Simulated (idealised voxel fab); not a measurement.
The document below concerns the process module designated voxel double patterning.
Cross-sectional view cut (width: 150 nm; square cell size: 5 nm).
If you're reading a cross-section in this doc, picture square cells in a grid; it comes to you as bands, top ones listed first down to the bottom, and a band can be one or more rows of cells. Quick guide to a band line: top height, bottom height (nm) up front; then every material left to right with its width in nm. Only one material and it's marked "full width"? Then it fills the band edge to edge. And "blank" just means empty space. We count height from 0. Below that, the starting wafer is all one material. The lowest band never ends at the bottom but goes on down; see "0 and below" for how that is written. When a width is written as two numbers, as in "30 to 40", the first number is the width in the top row of cells of the band and the second is the width in its bottom row, and the width changes by the same amount from each row to the next. Step marked "no alteration"? Then no cell in the cross-section changed in it. "Sealed voids" lists enclosed empty spaces (at least 8 cells, no open path upward to the top), each as width x height at distance from the left edge, in nm. Past the settings on a step's line: simulator remark, on that step. overlay nm: on a step with a mask, how far right of its planned place the mask lay; negative means left.
So here's the lineup of process steps we planned:
1: RECEIVE (material Si)
2: CONFORMAL_DEP (material SiN; thk nm 10)
3: DIRECTIONAL_DEP (material SiO2; thk nm 10)
4: DIRECTIONAL_DEP (material SiCN; thk nm 5)
5: DIRECTIONAL_DEP (material aC; thk nm 15)
6: PATTERN (tone open; mask id FIRST; material resist; width nm 15; pitch nm 50; thk nm 35; overlay nm 0)
7: DIRECTIONAL_ETCH (etch materials aC; depth nm 15)
8: STRIP (etch materials resist)
9: DIRECTIONAL_ETCH (etch materials SiCN; depth nm 5)
10: STRIP (etch materials aC)
11: PATTERN (tone open; mask id SECOND; material resist; width nm 15; thk nm 15; overlay nm -15)
12: DIRECTIONAL_ETCH (etch materials SiCN; depth nm 5)
13: STRIP (etch materials resist)
14: DIRECTIONAL_ETCH (etch materials SiO2; depth nm 10)
15: STRIP (etch materials SiCN)
For clarity, it should be stated that the wafers under discussion commence in an identical condition and differ with respect to the overlay nm of step 11, the plan indicating the value that the first wafer had.
First of several wafers (as received, post step 1), cross-sectional view:
    0 and below  Si full width
    Sealed voids: none
Wafer rows, end of module: cells per material gained (+) or lost (-) since receipt; closed voids last:
overlay nm -15; +60 SiN; +44 SiO2; Sealed voids: none
overlay nm -10; +60 SiN; +42 SiO2; Sealed voids: none
overlay nm -5; +60 SiN; +42 SiO2; Sealed voids: none
overlay nm 0; +60 SiN; +42 SiO2; Sealed voids: none
overlay nm 5; +60 SiN; +42 SiO2; Sealed voids: none
overlay nm 10; +60 SiN; +42 SiO2; Sealed voids: none
overlay nm 15; +60 SiN; +44 SiO2; Sealed voids: none
